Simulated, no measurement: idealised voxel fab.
Name of the process module below: voxel wiring stack
The cross-section shown here is cut; it is 155 nm wide and divided into square cells measuring 5 nm on a side.
We lay out every cross-section as a grid of square cells and spell it out in bands from the top down, where one band means one or more rows of cells. The entry gives the band's vertical extent as a top height and a bottom height in nm, then its horizontal make-up as materials from left to right, each with a width in nm. "air" stands for empty space; a single material marked "all across" fills the band edge to edge. We count height from 0. Below that, the starting wafer is all one material. The lowest band never ends at the bottom but goes on down; see "0 down" for how that is written. Width: "30->40" (first number = top row, second number = bottom row, same change from row to row of cells). Key: "changes: none" - step with no changed cell in the cross-section. The label "Unvented internal voids" introduces a list of the empty spaces, 8 cells or larger, that have no open way up to the top; each entry in it reads width x height at distance, where the distance is taken from the left edge and all three are stated in nm. Note: text after step settings on the step line = simulator remark on that step. Among the settings permitted on a step's line is "overlay nm"; applied to a step with a mask, it specifies the extent to which the mask lay to the right of its planned position, whereas a negative figure signifies a position to the left.
plan:
- 1: RECEIVE: material Si
- 2: CONFORMAL_DEP: material SiO2, thk nm 15
- 3: DIRECTIONAL_DEP: material TiN, thk nm 5
- 4: DIRECTIONAL_DEP: material Ru, thk nm 20
- 5: PATTERN: tone cover, mask id METAL_1, material resist, width nm 20, pitch nm 35, thk nm 15, overlay nm 0
- 6: DIRECTIONAL_ETCH: etch materials Ru, depth nm 20
- 7: DIRECTIONAL_ETCH: etch materials TiN, depth nm 5
- 8: STRIP: etch materials resist
- 9: CONFORMAL_DEP: material SiN, thk nm 5
- 10: FILL_DEP: material SiO2, thk nm 5
- 11: CMP: height nm 40
- 12: CONFORMAL_DEP: material SiCN, thk nm 5
- 13: DIRECTIONAL_DEP: material SiO2, thk nm 10
- 14: PATTERN: tone open, mask id PLUG_1, material resist, width nm 15, pitch nm 70, thk nm 15, overlay nm 0
- 15: DIRECTIONAL_ETCH: etch materials SiO2, depth nm 10
- 16: DIRECTIONAL_ETCH: etch materials SiCN, depth nm 5
- 17: STRIP: etch materials resist
- 18: CONFORMAL_DEP: material TiN, thk nm 5
- 19: FILL_DEP: material Cu, thk nm 5
- 20: CMP: height nm 55
- 21: CONFORMAL_DEP: material SiN, thk nm 5
- 22: DIRECTIONAL_DEP: material lowk, thk nm 25
- 23: DIRECTIONAL_DEP: material aC, thk nm 15
- 24: PATTERN: tone open, mask id METAL_2, material resist, width nm 20, pitch nm 35, thk nm 30, overlay nm 0
- 25: DIRECTIONAL_ETCH: etch materials aC, depth nm 15
- 26: STRIP: etch materials resist
- 27: DIRECTIONAL_ETCH: etch materials lowk, depth nm 25
- 28: DIRECTIONAL_ETCH: etch materials SiN, depth nm 5
- 29: STRIP: etch materials aC
- 30: CONFORMAL_DEP: material TiN, thk nm 5
- 31: FILL_DEP: material Cu, thk nm 10
- 32: CMP: height nm 85
- 33: EPI: material Ru, thk nm 5
- 34: FILL_DEP: material SiCN, thk nm 5
- 35: DIRECTIONAL_DEP: material SiO2, thk nm 20
- 36: PATTERN: tone open, mask id PLUG_2, material resist, width nm 15, pitch nm 35, thk nm 15, overlay nm 0
- 37: DIRECTIONAL_ETCH: etch materials SiO2, depth nm 20
- 38: DIRECTIONAL_ETCH: etch materials SiCN, depth nm 5
- 39: STRIP: etch materials resist
- 40: EPI: material Ru, thk nm 10
- 41: EPI: material Ru, thk nm 10
- 42: EPI: material Ru, thk nm 5
- 43: CONFORMAL_DEP: material SiN, thk nm 5
- 44: DIRECTIONAL_DEP: material lowk, thk nm 15
- 45: MASKED_ETCH: tone open, mask id METAL_3, width nm 20, pitch nm 35, etch materials lowk, depth nm 15, overlay nm 0
- 46: MASKED_ETCH: tone open, mask id METAL_3, width nm 20, pitch nm 35, etch materials SiN, depth nm 5, overlay nm 0
- 47: CONFORMAL_DEP: material TiN, thk nm 5
- 48: FILL_DEP: material Cu, thk nm 5
- 49: CMP: height nm 135
- 50: CONFORMAL_DEP: material SiN, thk nm 5
As received (post step 1): cross-section:
> 0 down: Si all across
> Unvented internal voids: none
Sectioned view, first of two wafers, at the close of the module, processed as intended in the plan:
> 140 to 135: SiN all across
> 135 to 120: lowk: 30  TiN: 5  Cu: 10  TiN: 5  lowk: 15  TiN: 5  Cu: 10  TiN: 5  lowk: 15  TiN: 5  Cu: 10  TiN: 5  lowk: 35
> 120 to 115: SiN: 30  TiN: 20  SiN: 15  TiN: 20  SiN: 15  TiN: 20  SiN: 35
> 115 to 95: SiO2: 30  Ru: 15  SiO2: 20  Ru: 15  SiO2: 20  Ru: 15  SiO2: 40
> 95 to 85: SiCN: 30->25  Ru: 15->30  SiCN: 20->5  Ru: 15->30  SiCN: 20->5  Ru: 15->30  SiCN: 40->30
> 85 to 60: lowk: 30  TiN: 5  Cu: 10  TiN: 5  lowk: 15  TiN: 5  Cu: 10  TiN: 5  lowk: 15  TiN: 5  Cu: 10  TiN: 5  lowk: 35
> 60 to 55: SiN: 30  TiN: 20  SiN: 15  TiN: 20  SiN: 15  TiN: 20  SiN: 35
> 55 to 45: SiO2: 30  TiN: 5  Cu: 5  TiN: 5  SiO2: 55  TiN: 5  Cu: 5  TiN: 5  SiO2: 40
> 45 to 40: SiCN: 30  TiN: 15  SiCN: 55  TiN: 15  SiCN: 40
> 40 to 20: SiO2: 25  SiN: 5  Ru: 20  SiN: 5  SiO2: 5  SiN: 5  Ru: 20  SiN: 5  SiO2: 5  SiN: 5  Ru: 20  SiN: 5  SiO2: 30
> 20 to 15: SiN: 30  TiN: 20  SiN: 15  TiN: 20  SiN: 15  TiN: 20  SiN: 35
> 15 to 0: SiO2 all across
> 0 down: Si all across
> Unvented internal voids: none
Wafer two, sectioned after the module: the first wafer's start, the first wafer's plan, and one mistake in how it was run:
> 140 to 135: SiN all across
> 135 to 125: lowk: 30  TiN: 5  Cu: 10  TiN: 5  lowk: 15  TiN: 5  Cu: 10  TiN: 5  lowk: 15  TiN: 5  Cu: 10  TiN: 5  lowk: 35
> 125 to 120: lowk: 30  TiN: 20  lowk: 15  TiN: 20  lowk: 15  TiN: 20  lowk: 35
> 120 to 115: SiN: 30  TiN: 10  SiN: 25  TiN: 10  SiN: 25  TiN: 10  SiN: 45
> 115 to 95: SiO2: 30  Ru: 15  SiO2: 20  Ru: 15  SiO2: 20  Ru: 15  SiO2: 40
> 95 to 85: SiCN: 30->25  Ru: 15->30  SiCN: 20->5  Ru: 15->30  SiCN: 20->5  Ru: 15->30  SiCN: 40->30
> 85 to 60: lowk: 30  TiN: 5  Cu: 10  TiN: 5  lowk: 15  TiN: 5  Cu: 10  TiN: 5  lowk: 15  TiN: 5  Cu: 10  TiN: 5  lowk: 35
> 60 to 55: SiN: 30  TiN: 20  SiN: 15  TiN: 20  SiN: 15  TiN: 20  SiN: 35
> 55 to 45: SiO2: 30  TiN: 5  Cu: 5  TiN: 5  SiO2: 55  TiN: 5  Cu: 5  TiN: 5  SiO2: 40
> 45 to 40: SiCN: 30  TiN: 15  SiCN: 55  TiN: 15  SiCN: 40
> 40 to 20: SiO2: 25  SiN: 5  Ru: 20  SiN: 5  SiO2: 5  SiN: 5  Ru: 20  SiN: 5  SiO2: 5  SiN: 5  Ru: 20  SiN: 5  SiO2: 30
> 20 to 15: SiN: 30  TiN: 20  SiN: 15  TiN: 20  SiN: 15  TiN: 20  SiN: 35
> 15 to 0: SiO2 all across
> 0 down: Si all across
> Unvented internal voids: none
In executing the process, a mistake was made relative to the plan: step 46 ran with different settings than intended, the actual operation and settings being MASKED_ETCH: tone open, mask id METAL_3, width nm 20, pitch nm 35, etch materials SiN, depth nm 5, overlay nm -10
Cell-count delta at end, second wafer over first, by material: Cu -6, SiN +6
